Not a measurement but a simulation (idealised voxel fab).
The name of this process module is voxel tone inversion.
In the cross-section labelled cut, the width is 205 nm and each square cell is 5 nm.
A cross-section is written here as square cells arranged in a grid, and it is given in bands from the top down, each band taking up one or more rows of cells. Band: top and bottom heights (nm) first, top before bottom; then materials from left to right, widths in nm. "throughout" marks a sole material filling the band edge to edge. "empty" denotes empty space. Counting heights begins at 0, where everything beneath is, in the wafer as received, one material. The lowest band has no bottom; it goes on downwards, as "top 0, no bottom" shows. Think of "30..40" as a width that walks from the first number to the second as you go down the band, top row to bottom row, taking equal-sized steps from row to row. What does "nothing got changed" mean for a step? It means no cell of the cross-section changed in that step. The label "Enclosed void listing" introduces a list of the empty spaces, 8 cells or larger, that have no open way up to the top; each entry in it reads width x height at distance, where the distance is taken from the left edge and all three are stated in nm. Heads up: the bit after the settings on a step's line is the simulator's remark on that step. "overlay nm" on a masked step: distance the mask lay right of its planned place, negative for left.
Process steps - plan
step 1: RECEIVE [material Si]
step 2: CONFORMAL_DEP [material SiCN] [thk nm 10]
step 3: DIRECTIONAL_DEP [material aC] [thk nm 15]
step 4: PATTERN [tone cover] [mask id POSTS] [material resist] [width nm 25] [pitch nm 45] [thk nm 20] [overlay nm 0]
step 5: DIRECTIONAL_ETCH [etch materials aC] [depth nm 15]
step 6: STRIP [etch materials resist]
step 7: FILL_DEP [material SiO2] [thk nm 10]
step 8: CMP [height nm 25]
step 9: STRIP [etch materials aC]
Cross-section: wafer on arrival = after step 1
> top 0, no bottom: Si throughout
> Enclosed void listing: none
Module complete - cross-section of the first of two wafers, run according to plan
> top 25, bottom 10: 20 SiO2, 25 empty, 20 SiO2, 25 empty, 20 SiO2, 25 empty, 20 SiO2, 25 empty, 25 SiO2
> top 10, bottom 0: SiCN throughout
> top 0, no bottom: Si throughout
> Enclosed void listing: none
Second wafer of the two, sectioned at the end of the module. It began like the first and followed the same plan, but one mistake was made while running it
> top 25, bottom 15: SiO2 throughout
> top 15, bottom 0: 20 SiO2, 25 aC, 20 SiO2, 25 aC, 20 SiO2, 25 aC, 20 SiO2, 25 aC, 25 SiO2
> top 0, no bottom: Si throughout
> Enclosed void listing: none
Heads up, the wafer didn't run the way we planned it: step 2 of the plan was excluded from execution and never run
It is noted that, at the conclusion of processing, the second wafer exhibits a higher or lower cell count for certain materials relative to the first: SiCN -82 | SiO2 +82 | aC +60
